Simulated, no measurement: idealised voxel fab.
The following process module bears the name voxel ribs on slabs.
cross-section cut | 145 nm wide | cells 5 nm
For the purposes of this document, a cross-section shall be understood as a grid of square cells, specified as bands listed in top-to-bottom order, each band consisting of one or more rows of cells. The band entry comprises the height of the band's top followed by the height of its bottom, expressed in nm, and subsequently the band's materials from left to right, each stated together with its width in nm. Where a single material is marked with the word "all across", that material fills the band from edge to edge. The word "blank" represents empty space. Where do heights start? At 0: under that level the wafer as delivered is made of one material only. And the lowest band has no floor; it just carries on downward, as in "top 0, no bottom". Width: "30 to 40" (first number = top row, second number = bottom row, same change from row to row of cells). When a step is marked "no alteration", none of the cells in the cross-section changed during that step. Entry "Fully sealed cavities" = empty spaces >= 8 cells with no open way to the top; each as width x height at distance, distance from left edge, all nm. Past the settings on a step's line: simulator remark, on that step. Steps that use a mask can have "overlay nm" on their line. It says how far the mask sat to the right of where it was meant to be. Negative means to the left.

Process steps (planned)
step 1: RECEIVE | material Si
step 2: DIRECTIONAL_DEP | material SiO2 | thk nm 30
step 3: DIRECTIONAL_DEP | material polySi | thk nm 20
step 4: DIRECTIONAL_DEP | material aC | thk nm 15
step 5: PATTERN | tone cover | mask id RIB | material resist | width nm 30 | thk nm 35 | overlay nm 0
step 6: DIRECTIONAL_ETCH | etch materials aC | depth nm 15
step 7: STRIP | etch materials resist
step 8: DIRECTIONAL_ETCH | etch materials polySi | depth nm 15
step 9: STRIP | etch materials aC
step 10: PATTERN | tone cover | mask id SLAB | material resist | width nm 90 | thk nm 15 | overlay nm 0
step 11: DIRECTIONAL_ETCH | etch materials polySi | depth nm 5
step 12: STRIP | etch materials resist
step 13: FILL_DEP | material SiO2 | thk nm 25
step 14: CMP | height nm 70
step 15: DIRECTIONAL_DEP | material TiN | thk nm 5
step 16: PATTERN | tone cover | mask id HEATER | material resist | width nm 40 | thk nm 15 | overlay nm 0
step 17: DIRECTIONAL_ETCH | etch materials TiN | depth nm 5
step 18: STRIP | etch materials resist
step 19: CONFORMAL_DEP | material SiO2 | thk nm 10

First of two wafers: run as planned

Wafer as received: cross-section following step 1
	top 0, no bottom  Si all across
	Fully sealed cavities: none

Cross-sectional representation of the wafer at the conclusion of step 2
	top 30, bottom 0  SiO2 all across
	Below a height of 0, the structure has not been altered.

Cross-sectional representation of the wafer at the conclusion of step 3
	top 50, bottom 30  polySi all across
	Below a height of 30, the structure has not been altered.

Cross-sectional representation of the wafer at the conclusion of step 4
	top 65, bottom 50  aC all across
	Below a height of 50, the structure has not been altered.

Cross-sectional representation of the wafer at the conclusion of step 5
	top 100, bottom 65  blank: 55 / resist: 30 / blank: 60
	Below a height of 65, the structure has not been altered.

Cross-sectional representation of the wafer at the conclusion of step 6
	top 85, bottom 65  blank: 55 / resist: 30 / blank: 60
	top 65, bottom 50  blank: 55 / aC: 30 / blank: 60
	Below a height of 50, the structure has not been altered.

Cross-sectional representation of the wafer at the conclusion of step 7
	top 65, bottom 50  blank: 55 / aC: 30 / blank: 60
	Below a height of 50, the structure has not been altered.

Cross-sectional representation of the wafer at the conclusion of step 8
	top 65, bottom 50  blank: 55 / aC: 30 / blank: 60
	top 50, bottom 35  blank: 55 / polySi: 30 / blank: 60
	Below a height of 35, the structure has not been altered.

Cross-sectional representation of the wafer at the conclusion of step 9
	top 50, bottom 35  blank: 55 / polySi: 30 / blank: 60
	Below a height of 35, the structure has not been altered.

Cross-sectional representation of the wafer at the conclusion of step 10
	top 65, bottom 50  blank: 25 / resist: 90 / blank: 30
	top 50, bottom 35  blank: 25 / resist: 30 / polySi: 30 / resist: 30 / blank: 30
	Below a height of 35, the structure has not been altered.

Cross-sectional representation of the wafer at the conclusion of step 11
	top 65, bottom 50  blank: 25 / resist: 90 / blank: 30
	top 50, bottom 35  blank: 25 / resist: 30 / polySi: 30 / resist: 30 / blank: 30
	top 35, bottom 30  blank: 25 / polySi: 90 / blank: 30
	Below a height of 30, the structure has not been altered.

Cross-sectional representation of the wafer at the conclusion of step 12
	top 50, bottom 35  blank: 55 / polySi: 30 / blank: 60
	Below a height of 35, the structure has not been altered.

Cross-sectional representation of the wafer at the conclusion of step 13
	top 75, bottom 50  SiO2 all across
	top 50, bottom 35  SiO2: 55 / polySi: 30 / SiO2: 60
	top 35, bottom 30  SiO2: 25 / polySi: 90 / SiO2: 30
	Below a height of 30, the structure has not been altered.

Cross-sectional representation of the wafer at the conclusion of step 14
	top 70, bottom 50  SiO2 all across
	Below a height of 50, the structure has not been altered.

Cross-sectional representation of the wafer at the conclusion of step 15
	top 75, bottom 70  TiN all across
	Below a height of 70, the structure has not been altered.

Cross-sectional representation of the wafer at the conclusion of step 16
	top 90, bottom 75  blank: 50 / resist: 40 / blank: 55
	Below a height of 75, the structure has not been altered.

Cross-sectional representation of the wafer at the conclusion of step 17
	top 90, bottom 75  blank: 50 / resist: 40 / blank: 55
	top 75, bottom 70  blank: 50 / TiN: 40 / blank: 55
	Below a height of 70, the structure has not been altered.

Cross-sectional representation of the wafer at the conclusion of step 18
	top 75, bottom 70  blank: 50 / TiN: 40 / blank: 55
	Below a height of 70, the structure has not been altered.

Cross-sectional representation of the wafer at the conclusion of step 19
	top 85, bottom 80  blank: 40 / SiO2: 60 / blank: 45
	top 80, bottom 75  SiO2 all across
	top 75, bottom 70  SiO2: 50 / TiN: 40 / SiO2: 55
	Below a height of 70, the structure has not been altered.

Second wafer: same start and same plan as the first, one execution error; identical to the first through step 14

Look at the second wafer in cross-section at the time step 15 ought to have finished
	top 75, bottom 70  aC all across
	Below a height of 70, the structure has not been altered.

Look at the second wafer in cross-section at the time step 16 ought to have finished
	top 90, bottom 75  blank: 50 / resist: 40 / blank: 55
	Below a height of 75, the structure has not been altered.

Look at the second wafer in cross-section at the time step 17 ought to have finished: no alteration

Look at the second wafer in cross-section at the time step 18 ought to have finished
	top 75, bottom 70  aC all across
	Below a height of 70, the structure has not been altered.

Look at the second wafer in cross-section at the time step 19 ought to have finished
	top 85, bottom 75  SiO2 all across
	Below a height of 75, the structure has not been altered.
Nonconformance to the process plan: step 15 was processed under conditions differing from the plan, specifically as DIRECTIONAL_DEP | material aC | thk nm 5
Final wafer comparison in cells, second versus first, more or fewer per material: 4 fewer of SiO2 | 8 fewer of TiN | 29 more of aC
